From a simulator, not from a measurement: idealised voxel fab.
Process module in this document: voxel transistor to metal
For reference, the cross-section in this document is cut, with width 295 nm and square cells of 5 nm.
Format of a cross-section: grid, square cells. Given as bands. Order: top down. Band: one or more rows of cells. The entry gives the band's vertical extent as a top height and a bottom height in nm, then its horizontal make-up as materials from left to right, each with a width in nm. "blank" stands for empty space; a single material marked "throughout" fills the band edge to edge. Ref level 0: as-received wafer is one material below here. Bottom band extends down with no lower bound ("top 0, no bottom"). The width entry "30..40" should be interpreted row by row: the top row of cells in the band takes the first number, the bottom row takes the second number, and the change between adjacent rows is uniform throughout. "same as before" for a step: no cell of the cross-section changed in that step. If an empty space has no open way to the top and is at least 8 cells in size, "Enclosed void inventory" lists it, written width x height at distance, where distance is measured from the left edge and every value is in nm. Where a step's line continues beyond its settings, the continuation is a remark by the simulator itself on that step. "overlay nm" on a masked step: distance the mask lay right of its planned place, negative for left.
-- Planned step list for the process
step 1: RECEIVE [material Si]
step 2: OXIDIZE [depth nm 5]
step 3: CONFORMAL_DEP [material SiN] [thk nm 10]
step 4: MASKED_ETCH [tone cover] [mask id ACTIVE] [width nm 90] [pitch nm 110] [etch materials SiN] [depth nm 10] [overlay nm 0]
step 5: MASKED_ETCH [tone cover] [mask id ACTIVE] [width nm 90] [pitch nm 110] [etch materials SiO2] [depth nm 5] [overlay nm 0]
step 6: MASKED_ETCH [tone cover] [mask id ACTIVE] [width nm 90] [pitch nm 110] [etch materials Si] [depth nm 25] [overlay nm 0]
step 7: FILL_DEP [material SiO2] [thk nm 15]
step 8: CMP [height nm 10]
step 9: SELECTIVE_ETCH [etch materials SiO2] [depth nm 10]
step 10: STRIP [etch materials SiN]
step 11: SELECTIVE_ETCH [etch materials SiO2] [depth nm 5]
step 12: OXIDIZE [depth nm 5]
step 13: DIRECTIONAL_DEP [material polySi] [thk nm 25]
step 14: DIRECTIONAL_DEP [material SiCN] [thk nm 10]
step 15: MASKED_ETCH [tone cover] [mask id GATE] [width nm 20] [pitch nm 110] [etch materials SiCN] [depth nm 20] [overlay nm 0]
step 16: MASKED_ETCH [tone cover] [mask id GATE] [width nm 20] [pitch nm 110] [etch materials polySi] [depth nm 35] [overlay nm 0]
step 17: CONFORMAL_DEP [material SiO2] [thk nm 5]
step 18: DIRECTIONAL_ETCH [etch materials SiO2] [depth nm 5]
step 19: CONFORMAL_DEP [material SiN] [thk nm 10]
step 20: DIRECTIONAL_ETCH [etch materials SiN] [depth nm 10]
step 21: DIRECTIONAL_ETCH [etch materials SiO2] [depth nm 5]
step 22: DIRECTIONAL_ETCH [etch materials Si] [depth nm 5]
step 23: EPI [material SiGe] [thk nm 10]
step 24: FILL_DEP [material SiO2] [thk nm 5]
step 25: CMP [height nm 30]
step 26: DIRECTIONAL_DEP [material SiO2] [thk nm 10]
step 27: PATTERN [tone open] [mask id CONTACT] [material resist] [width nm 15] [thk nm 20] [overlay nm 0]
step 28: DIRECTIONAL_ETCH [etch materials SiO2] [depth nm 45]
step 29: STRIP [etch materials resist]
step 30: CONFORMAL_DEP [material TiN] [thk nm 5]
step 31: FILL_DEP [material W] [thk nm 5]
step 32: CMP [height nm 40]
step 33: DIRECTIONAL_DEP [material TiN] [thk nm 5]
step 34: DIRECTIONAL_DEP [material Ru] [thk nm 25]
step 35: MASKED_ETCH [tone cover] [mask id METAL_1] [width nm 15] [etch materials Ru] [depth nm 25] [overlay nm 0]
step 36: MASKED_ETCH [tone cover] [mask id METAL_1] [width nm 15] [etch materials TiN] [depth nm 5] [overlay nm 0]
step 37: FILL_DEP [material SiO2] [thk nm 5]
step 38: CMP [height nm 70]
step 39: CONFORMAL_DEP [material SiCN] [thk nm 5]
step 40: DIRECTIONAL_DEP [material SiO2] [thk nm 30]
step 41: DIRECTIONAL_DEP [material aC] [thk nm 10]
step 42: PATTERN [tone open] [mask id METAL_2] [material resist] [width nm 15] [pitch nm 110] [thk nm 25] [overlay nm 0]
step 43: DIRECTIONAL_ETCH [etch materials aC] [depth nm 10]
step 44: STRIP [etch materials resist]
step 45: DIRECTIONAL_ETCH [etch materials SiO2] [depth nm 15]
step 46: STRIP [etch materials aC]
step 47: MASKED_ETCH [tone open] [mask id METAL_2_HOLES] [width nm 15] [pitch nm 110] [etch materials SiO2] [depth nm 15] [overlay nm 0]
step 48: MASKED_ETCH [tone open] [mask id METAL_2_HOLES] [width nm 15] [pitch nm 110] [etch materials SiCN] [depth nm 5] [overlay nm 0]
step 49: CONFORMAL_DEP [material TiN] [thk nm 5]
step 50: FILL_DEP [material Ru] [thk nm 10]
step 51: CMP [height nm 105]
step 52: CONFORMAL_DEP [material SiN] [thk nm 5]
-- Cross-section of the wafer at receipt, which is the condition after step 1
top 0, no bottom | Si throughout
Enclosed void inventory: none
-- Run as planned - first of the two wafers cross-sectioned at the end of the module
top 110, bottom 105 | SiN throughout
top 105, bottom 75 | 50 nm SiO2; 5 nm TiN; 5 nm Ru; 5 nm TiN; 95 nm SiO2; 5 nm TiN; 5 nm Ru; 5 nm TiN; 120 nm SiO2
top 75, bottom 70 | 50 nm SiCN; 15 nm TiN; 95 nm SiCN; 15 nm TiN; 120 nm SiCN
top 70, bottom 45 | 50 nm SiO2; 15 nm Ru; 50 nm SiO2; 15 nm Ru; 30 nm SiO2; 15 nm Ru; 50 nm SiO2; 15 nm Ru; 55 nm SiO2
top 45, bottom 40 | 50 nm SiO2; 15 nm TiN; 50 nm SiO2; 15 nm TiN; 30 nm SiO2; 15 nm TiN; 50 nm SiO2; 15 nm TiN; 55 nm SiO2
top 40, bottom 30 | 50 nm SiO2; 5 nm TiN; 5 nm W; 5 nm TiN; 50 nm SiO2; 5 nm TiN; 5 nm W; 5 nm TiN; 30 nm SiO2; 5 nm TiN; 5 nm W; 5 nm TiN; 50 nm SiO2; 5 nm TiN; 5 nm W; 5 nm TiN; 55 nm SiO2
top 30, bottom 20 | 50 nm SiO2; 5 nm TiN; 5 nm W; 5 nm TiN; 10 nm SiN; 5 nm SiO2; 20 nm SiCN; 5 nm SiO2; 10 nm SiN; 5 nm TiN; 5 nm W; 5 nm TiN; 30 nm SiO2; 5 nm TiN; 5 nm W; 5 nm TiN; 10 nm SiN; 5 nm SiO2; 20 nm SiCN; 5 nm SiO2; 10 nm SiN; 5 nm TiN; 5 nm W; 5 nm TiN; 55 nm SiO2
top 20, bottom 5 | 50 nm SiO2; 5 nm TiN; 5 nm W; 5 nm TiN; 10 nm SiN; 5 nm SiO2; 20 nm polySi; 5 nm SiO2; 10 nm SiN; 5 nm TiN; 5 nm W; 5 nm TiN; 30 nm SiO2; 5 nm TiN; 5 nm W; 5 nm TiN; 10 nm SiN; 5 nm SiO2; 20 nm polySi; 5 nm SiO2; 10 nm SiN; 5 nm TiN; 5 nm W; 5 nm TiN; 55 nm SiO2
top 5, bottom 0 | 50 nm SiO2; 15 nm TiN; 10 nm SiN; 5 nm SiO2; 20 nm polySi; 5 nm SiO2; 10 nm SiN; 15 nm TiN; 30 nm SiO2; 15 nm TiN; 10 nm SiN; 5 nm SiO2; 20 nm polySi; 5 nm SiO2; 10 nm SiN; 15 nm TiN; 55 nm SiO2
top 0, bottom -5 | 50 nm SiO2; 5 nm TiN; 10 nm SiGe; 10 nm SiN; 5 nm SiO2; 20 nm polySi; 5 nm SiO2; 10 nm SiN; 10 nm SiGe; 5 nm TiN; 30 nm SiO2; 5 nm TiN; 10 nm SiGe; 10 nm SiN; 5 nm SiO2; 20 nm polySi; 5 nm SiO2; 10 nm SiN; 10 nm SiGe; 5 nm TiN; 55 nm SiO2
top -5, bottom -10 | 40 nm SiO2; 25 nm SiGe; 50 nm SiO2; 25 nm SiGe; 10 nm SiO2; 25 nm SiGe; 50 nm SiO2; 25 nm SiGe; 45 nm SiO2
top -10, bottom -15 | 45 nm SiO2; 20 nm SiGe; 50 nm Si; 20 nm SiGe; 20 nm SiO2; 20 nm SiGe; 50 nm Si; 20 nm SiGe; 50 nm SiO2
top -15, bottom -30 | 45 nm SiO2; 90 nm Si; 20 nm SiO2; 90 nm Si; 50 nm SiO2
top -30, no bottom | Si throughout
Enclosed void inventory: none
-- second wafer at the end: like start, like plan, one mistake
top 110, bottom 105 | SiN throughout
top 105, bottom 75 | 50 nm SiO2; 5 nm TiN; 5 nm Ru; 5 nm TiN; 95 nm SiO2; 5 nm TiN; 5 nm Ru; 5 nm TiN; 120 nm SiO2
top 75, bottom 70 | 50 nm SiCN; 15 nm TiN; 95 nm SiCN; 15 nm TiN; 120 nm SiCN
top 70, bottom 45 | 50 nm SiO2; 15 nm Ru; 50 nm SiO2; 15 nm Ru; 30 nm SiO2; 15 nm Ru; 50 nm SiO2; 15 nm Ru; 55 nm SiO2
top 45, bottom 40 | 50 nm SiO2; 15 nm TiN; 50 nm SiO2; 15 nm TiN; 30 nm SiO2; 15 nm TiN; 50 nm SiO2; 15 nm TiN; 55 nm SiO2
top 40, bottom 30 | 50 nm SiO2; 5 nm TiN; 5 nm W; 5 nm TiN; 50 nm SiO2; 5 nm TiN; 5 nm W; 5 nm TiN; 30 nm SiO2; 5 nm TiN; 5 nm W; 5 nm TiN; 50 nm SiO2; 5 nm TiN; 5 nm W; 5 nm TiN; 55 nm SiO2
top 30, bottom 15 | 50 nm SiO2; 5 nm TiN; 5 nm W; 5 nm TiN; 10 nm SiN; 5 nm SiO2; 20 nm polySi; 5 nm SiO2; 10 nm SiN; 5 nm TiN; 5 nm W; 5 nm TiN; 30 nm SiO2; 5 nm TiN; 5 nm W; 5 nm TiN; 10 nm SiN; 5 nm SiO2; 20 nm polySi; 5 nm SiO2; 10 nm SiN; 5 nm TiN; 5 nm W; 5 nm TiN; 55 nm SiO2
top 15, bottom 10 | 50 nm SiO2; 15 nm TiN; 10 nm SiN; 5 nm SiO2; 20 nm polySi; 5 nm SiO2; 10 nm SiN; 15 nm TiN; 30 nm SiO2; 15 nm TiN; 10 nm SiN; 5 nm SiO2; 20 nm polySi; 5 nm SiO2; 10 nm SiN; 15 nm TiN; 55 nm SiO2
top 10, bottom 0 | 45 nm SiO2; 90 nm SiN; 20 nm SiO2; 90 nm SiN; 50 nm SiO2
top 0, bottom -5 | SiO2 throughout
top -5, bottom -30 | 45 nm SiO2; 90 nm Si; 20 nm SiO2; 90 nm Si; 50 nm SiO2
top -30, no bottom | Si throughout
Enclosed void inventory: none
Against the plan, the run slipped here: no execution of plan step 8; skipped
End check, counted in cells, second wafer has more or fewer of these materials than the first: +52 Si | -16 SiCN | -44 SiGe | +48 SiN | -4 SiO2 | -20 TiN | -8 W | -8 polySi
